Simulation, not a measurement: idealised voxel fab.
process module | voxel capacitor over wiring
cross-section cut | 260 nm wide | cells 5 nm
A cross-section is a grid of square cells, given in bands from the top down. A band is one or more rows of cells.
Each band's line starts with the height of the band's top and of its bottom, in nm. Then come its materials from left to right, each with its width in nm. One material with "throughout" fills the band from edge to edge. "air" is empty space.
Height 0 is the level under which the wafer as received is all one material. The lowest band goes on downwards, as in "0 down".
A width such as "30 to 40" changes by the same amount from each row of cells to the next, from the band's top row to its bottom row.
"no change" after a step means that no cell of the cross-section changed.
closed voids: empty space of 8 cells or more with no open way to the top, each as width x height at its distance from the left edge, in nm
after a step's settings: what the simulator itself notes on the step
overlay nm, on a step with a mask: how far to the right of its planned place the mask lay; to the left if negative
plan
1 op RECEIVE | material Si
2 op CONFORMAL_DEP | material SiO2 | thk nm 15
3 op CONFORMAL_DEP | material SiCN | thk nm 5
4 op DIRECTIONAL_DEP | material SiO2 | thk nm 15
5 op MASKED_ETCH | tone open | mask id METAL_1 | width nm 30 | pitch nm 100 | etch materials SiO2 | depth nm 15 | overlay nm 0
6 op MASKED_ETCH | tone open | mask id METAL_1 | width nm 30 | pitch nm 100 | etch materials SiCN | depth nm 5 | overlay nm 0
7 op CONFORMAL_DEP | material TiN | thk nm 5
8 op FILL_DEP | material Cu | thk nm 5
9 op CMP | height nm 35
10 op EPI | material Ru | thk nm 5
11 op FILL_DEP | material SiCN | thk nm 5
12 op DIRECTIONAL_DEP | material SiO2 | thk nm 15
13 op MASKED_ETCH | tone open | mask id PLUG_1 | width nm 15 | etch materials SiO2 | depth nm 15 | overlay nm 0
14 op MASKED_ETCH | tone open | mask id PLUG_1 | width nm 15 | etch materials SiCN | depth nm 5 | overlay nm 0
15 op EPI | material Ru | thk nm 10
16 op EPI | material Ru | thk nm 10
17 op DIRECTIONAL_DEP | material TiN | thk nm 5
18 op DIRECTIONAL_DEP | material Al2O3 | thk nm 5
19 op DIRECTIONAL_DEP | material TiN | thk nm 10
20 op MASKED_ETCH | tone cover | mask id UPPER_PLATE | width nm 75 | etch materials TiN | depth nm 10 | overlay nm 0
21 op MASKED_ETCH | tone cover | mask id UPPER_PLATE | width nm 75 | etch materials Al2O3 | depth nm 5 | overlay nm 0
22 op PATTERN | tone cover | mask id LOWER_PLATE | material resist | width nm 85 | thk nm 15 | overlay nm 0
23 op DIRECTIONAL_ETCH | etch materials TiN | depth nm 5
24 op STRIP | etch materials resist
25 op FILL_DEP | material SiO2 | thk nm 20
26 op CMP | height nm 95
27 op PATTERN | tone open | mask id PLUG_2 | material resist | width nm 15 | thk nm 15 | overlay nm 0
28 op DIRECTIONAL_ETCH | etch materials SiO2 | depth nm 15
29 op STRIP | etch materials resist
30 op CONFORMAL_DEP | material TiN | thk nm 5
31 op FILL_DEP | material Ru | thk nm 10
32 op CMP | height nm 95
33 op CONFORMAL_DEP | material SiN | thk nm 5
first wafer, as planned
as received, after step 1
  0 down: Si throughout
  closed voids: none
after step 2
  15 to 0: SiO2 throughout
  below 0: unchanged
after step 3
  20 to 15: SiCN throughout
  below 15: unchanged
after step 4
  35 to 20: SiO2 throughout
  below 20: unchanged
after step 5
  35 to 20: SiO2 65 | air 30 | SiO2 70 | air 30 | SiO2 65
  below 20: unchanged
after step 6
  35 to 20: SiO2 65 | air 30 | SiO2 70 | air 30 | SiO2 65
  20 to 15: SiCN 65 | air 30 | SiCN 70 | air 30 | SiCN 65
  below 15: unchanged
after step 7
  40 to 35: TiN 70 | air 20 | TiN 80 | air 20 | TiN 70
  35 to 20: SiO2 65 | TiN 5 | air 20 | TiN 5 | SiO2 70 | TiN 5 | air 20 | TiN 5 | SiO2 65
  20 to 15: SiCN 65 | TiN 30 | SiCN 70 | TiN 30 | SiCN 65
  below 15: unchanged
after step 8
  45 to 40: Cu throughout
  40 to 35: TiN 70 | Cu 20 | TiN 80 | Cu 20 | TiN 70
  35 to 20: SiO2 65 | TiN 5 | Cu 20 | TiN 5 | SiO2 70 | TiN 5 | Cu 20 | TiN 5 | SiO2 65
  below 20: unchanged
after step 9
  35 to 20: SiO2 65 | TiN 5 | Cu 20 | TiN 5 | SiO2 70 | TiN 5 | Cu 20 | TiN 5 | SiO2 65
  below 20: unchanged
after step 10
  40 to 35: air 60 | Ru 40 | air 60 | Ru 40 | air 60
  below 35: unchanged
after step 11
  45 to 40: SiCN throughout
  40 to 35: SiCN 60 | Ru 40 | SiCN 60 | Ru 40 | SiCN 60
  below 35: unchanged
after step 12
  60 to 45: SiO2 throughout
  below 45: unchanged
after step 13
  60 to 45: SiO2 80 | air 15 | SiO2 165
  below 45: unchanged
after step 14
  60 to 45: SiO2 80 | air 15 | SiO2 165
  45 to 40: SiCN 80 | air 15 | SiCN 165
  below 40: unchanged
after step 15
  60 to 50: SiO2 80 | air 15 | SiO2 165
  50 to 45: SiO2 80 | Ru 15 | SiO2 165
  45 to 40: SiCN 80 | Ru 15 | SiCN 165
  below 40: unchanged
after step 16
  60 to 45: SiO2 80 | Ru 15 | SiO2 165
  below 45: unchanged
after step 17
  65 to 60: TiN throughout
  below 60: unchanged
after step 18
  70 to 65: Al2O3 throughout
  below 65: unchanged
after step 19
  80 to 70: TiN throughout
  below 70: unchanged
after step 20
  80 to 70: air 80 | TiN 75 | air 105
  below 70: unchanged
after step 21
  80 to 70: air 80 | TiN 75 | air 105
  70 to 65: air 80 | Al2O3 75 | air 105
  below 65: unchanged
after step 22
  95 to 80: air 75 | resist 85 | air 100
  80 to 70: air 75 | resist 5 | TiN 75 | resist 5 | air 100
  70 to 65: air 75 | resist 5 | Al2O3 75 | resist 5 | air 100
  below 65: unchanged
after step 23
  95 to 80: air 75 | resist 85 | air 100
  80 to 70: air 75 | resist 5 | TiN 75 | resist 5 | air 100
  70 to 65: air 75 | resist 5 | Al2O3 75 | resist 5 | air 100
  65 to 60: air 75 | TiN 85 | air 100
  below 60: unchanged
after step 24
  80 to 70: air 80 | TiN 75 | air 105
  70 to 65: air 80 | Al2O3 75 | air 105
  below 65: unchanged
after step 25
  100 to 80: SiO2 throughout
  80 to 70: SiO2 80 | TiN 75 | SiO2 105
  70 to 65: SiO2 80 | Al2O3 75 | SiO2 105
  65 to 60: SiO2 75 | TiN 85 | SiO2 100
  below 60: unchanged
after step 26
  95 to 80: SiO2 throughout
  below 80: unchanged
after step 27
  110 to 95: resist 90 | air 15 | resist 155
  below 95: unchanged
after step 28
  110 to 95: resist 90 | air 15 | resist 155
  95 to 80: SiO2 90 | air 15 | SiO2 155
  below 80: unchanged
after step 29
  95 to 80: SiO2 90 | air 15 | SiO2 155
  below 80: unchanged
after step 30
  100 to 95: TiN 95 | air 5 | TiN 160
  95 to 85: SiO2 90 | TiN 5 | air 5 | TiN 5 | SiO2 155
  85 to 80: SiO2 90 | TiN 15 | SiO2 155
  below 80: unchanged
after step 31
  110 to 100: Ru throughout
  100 to 95: TiN 95 | Ru 5 | TiN 160
  95 to 85: SiO2 90 | TiN 5 | Ru 5 | TiN 5 | SiO2 155
  below 85: unchanged
after step 32
  95 to 85: SiO2 90 | TiN 5 | Ru 5 | TiN 5 | SiO2 155
  below 85: unchanged
after step 33
  100 to 95: SiN throughout
  below 95: unchanged
second wafer: like start, like plan, one mistake. Through step 14 it matches the first wafer
when step 16 should have ended
  70 to 60: air 70 | Ru 35 | air 155
  60 to 45: SiO2 80 | Ru 15 | SiO2 165
  45 to 40: SiCN 80 | Ru 15 | SiCN 165
  below 40: unchanged
when step 17 should have ended
  75 to 70: air 70 | TiN 35 | air 155
  70 to 65: air 70 | Ru 35 | air 155
  65 to 60: TiN 70 | Ru 35 | TiN 155
  below 60: unchanged
when step 18 should have ended
  80 to 75: air 70 | Al2O3 35 | air 155
  75 to 70: air 70 | TiN 35 | air 155
  70 to 65: Al2O3 70 | Ru 35 | Al2O3 155
  below 65: unchanged
when step 19 should have ended
  90 to 80: air 70 | TiN 35 | air 155
  80 to 75: TiN 70 | Al2O3 35 | TiN 155
  75 to 70: TiN throughout
  below 70: unchanged
when step 20 should have ended
  90 to 80: air 80 | TiN 25 | air 155
  80 to 75: air 70 | Al2O3 35 | TiN 50 | air 105
  75 to 70: air 70 | TiN 85 | air 105
  below 70: unchanged
when step 21 should have ended
  90 to 80: air 80 | TiN 25 | air 155
  80 to 75: air 80 | Al2O3 25 | TiN 50 | air 105
  75 to 70: air 70 | TiN 85 | air 105
  70 to 65: air 70 | Ru 35 | Al2O3 50 | air 105
  below 65: unchanged
when step 22 should have ended
  105 to 90: air 75 | resist 85 | air 100
  90 to 80: air 75 | resist 5 | TiN 25 | resist 55 | air 100
  80 to 75: air 75 | resist 5 | Al2O3 25 | TiN 50 | resist 5 | air 100
  75 to 70: air 70 | TiN 85 | resist 5 | air 100
  70 to 65: air 70 | Ru 35 | Al2O3 50 | resist 5 | air 100
  below 65: unchanged
when step 23 should have ended
  105 to 90: air 75 | resist 85 | air 100
  90 to 80: air 75 | resist 5 | TiN 25 | resist 55 | air 100
  80 to 75: air 75 | resist 5 | Al2O3 25 | TiN 50 | resist 5 | air 100
  75 to 70: air 75 | TiN 80 | resist 5 | air 100
  70 to 65: air 70 | Ru 35 | Al2O3 50 | resist 5 | air 100
  65 to 60: air 70 | Ru 35 | TiN 55 | air 100
  below 60: unchanged
when step 24 should have ended
  90 to 80: air 80 | TiN 25 | air 155
  80 to 75: air 80 | Al2O3 25 | TiN 50 | air 105
  75 to 70: air 75 | TiN 80 | air 105
  70 to 65: air 70 | Ru 35 | Al2O3 50 | air 105
  below 65: unchanged
when step 25 should have ended
  110 to 90: SiO2 throughout
  90 to 80: SiO2 80 | TiN 25 | SiO2 155
  80 to 75: SiO2 80 | Al2O3 25 | TiN 50 | SiO2 105
  75 to 70: SiO2 75 | TiN 80 | SiO2 105
  70 to 65: SiO2 70 | Ru 35 | Al2O3 50 | SiO2 105
  65 to 60: SiO2 70 | Ru 35 | TiN 55 | SiO2 100
  below 60: unchanged
when step 26 should have ended
  95 to 90: SiO2 throughout
  below 90: unchanged
when step 27 should have ended
  110 to 95: resist 90 | air 15 | resist 155
  below 95: unchanged
when step 28 should have ended
  110 to 95: resist 90 | air 15 | resist 155
  95 to 90: SiO2 90 | air 15 | SiO2 155
  below 90: unchanged
when step 29 should have ended
  95 to 90: SiO2 90 | air 15 | SiO2 155
  below 90: unchanged
when step 30 should have ended
  100 to 95: TiN 95 | air 5 | TiN 160
  95 to 90: SiO2 90 | TiN 15 | SiO2 155
  below 90: unchanged
when step 31 should have ended
  110 to 100: Ru throughout
  100 to 95: TiN 95 | Ru 5 | TiN 160
  below 95: unchanged
when step 32 should have ended
  95 to 90: SiO2 90 | TiN 15 | SiO2 155
  below 90: unchanged
when step 33 should have ended
  100 to 95: SiN throughout
  below 95: unchanged
what went wrong: one of the steps 15 and 16, which are alike, was run twice
at the end the second wafer has, in cells: 12 more of Ru | 8 fewer of SiO2 | 4 fewer of TiN
